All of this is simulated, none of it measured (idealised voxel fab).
You're looking at the process module voxel gate over fins.
It is cross-section cut that appears here, measuring 255 nm in width, its square cells being 5 nm in size.
Just so we're on the same page, the cross-sections are grids of square cells, and they're listed out in bands top to bottom, each band one or more rows deep. In this notation a band is specified by the heights of its top and bottom, in that order and in nm, after which its materials appear from left to right, each paired with its width in nm. The word "full width" attached to a single material means that material fills the band from edge to edge; the word "empty" stands for empty space. A quick word on heights: they are counted from 0, and under that level the wafer as it came to us is one material throughout. The lowest band is different from the rest in having no bottom; it simply continues downward, written as in "0..down". Read "30->40" as a graded width: first number on top, second number at the bottom, same change between each pair of neighbouring rows. For the purposes of this document, the phrase "identical to before" attached to a step denotes that no cell within the cross-section was modified by that step. Empty spaces without an open route to the top, at least 8 cells in extent, make up the entry "Internal closed voids"; each is given as width x height at distance, where the distance is measured from the left edge, and all are in nm. The remark found on a step's line after its settings is issued by the simulator itself and pertains to that step. You can add "overlay nm" to a step's line. For a step with a mask, it describes how far the mask lay to the right of its planned position, and a negative number describes a lay to the left.

The steps planned for the process are as follows:
1. op RECEIVE | material Si
2. op CONFORMAL_DEP | material SiN | thk nm 5
3. op DIRECTIONAL_DEP | material aC | thk nm 15
4. op PATTERN | tone cover | mask id FINS | material resist | width nm 15 | pitch nm 45 | thk nm 35 | overlay nm 0
5. op DIRECTIONAL_ETCH | etch materials aC | depth nm 15
6. op STRIP | etch materials resist
7. op DIRECTIONAL_ETCH | etch materials SiN | depth nm 5
8. op DIRECTIONAL_ETCH | etch materials Si | depth nm 40
9. op STRIP | etch materials aC
10. op FILL_DEP | material SiO2 | thk nm 10
11. op CMP | height nm 5
12. op SELECTIVE_ETCH | etch materials SiO2 | depth nm 15
13. op STRIP | etch materials SiN
14. op CONFORMAL_DEP | material HfO2 | thk nm 5
15. op CONFORMAL_DEP | material TiN | thk nm 5
16. op CONFORMAL_DEP | material TiAl | thk nm 5
17. op CONFORMAL_DEP | material TiN | thk nm 5
18. op FILL_DEP | material W | thk nm 10
19. op CMP | height nm 25
20. op CONFORMAL_DEP | material SiCN | thk nm 10
Variable across wafers: step 4 width nm (plan value is that of the first wafer; starting state common to all).

Cross-section, first of several wafers, as delivered after step 1:
> 0..down | Si full width
> Internal closed voids: none

Per wafer (row), end of module: delta in cells per material since receipt, (+) for gained, (-) for lost; closed voids after that:
width nm 15 | +59 HfO2 | -360 Si | +102 SiCN | +270 SiO2 | +59 TiAl | +114 TiN | +113 W | Internal closed voids: none
width nm 20 | +59 HfO2 | -344 Si | +102 SiCN | +258 SiO2 | +57 TiAl | +114 TiN | +111 W | Internal closed voids: none
width nm 25 | +59 HfO2 | -328 Si | +102 SiCN | +246 SiO2 | +55 TiAl | +114 TiN | +109 W | Internal closed voids: none
width nm 30 | +59 HfO2 | -312 Si | +102 SiCN | +234 SiO2 | +55 TiAl | +112 TiN | +107 W | Internal closed voids: none
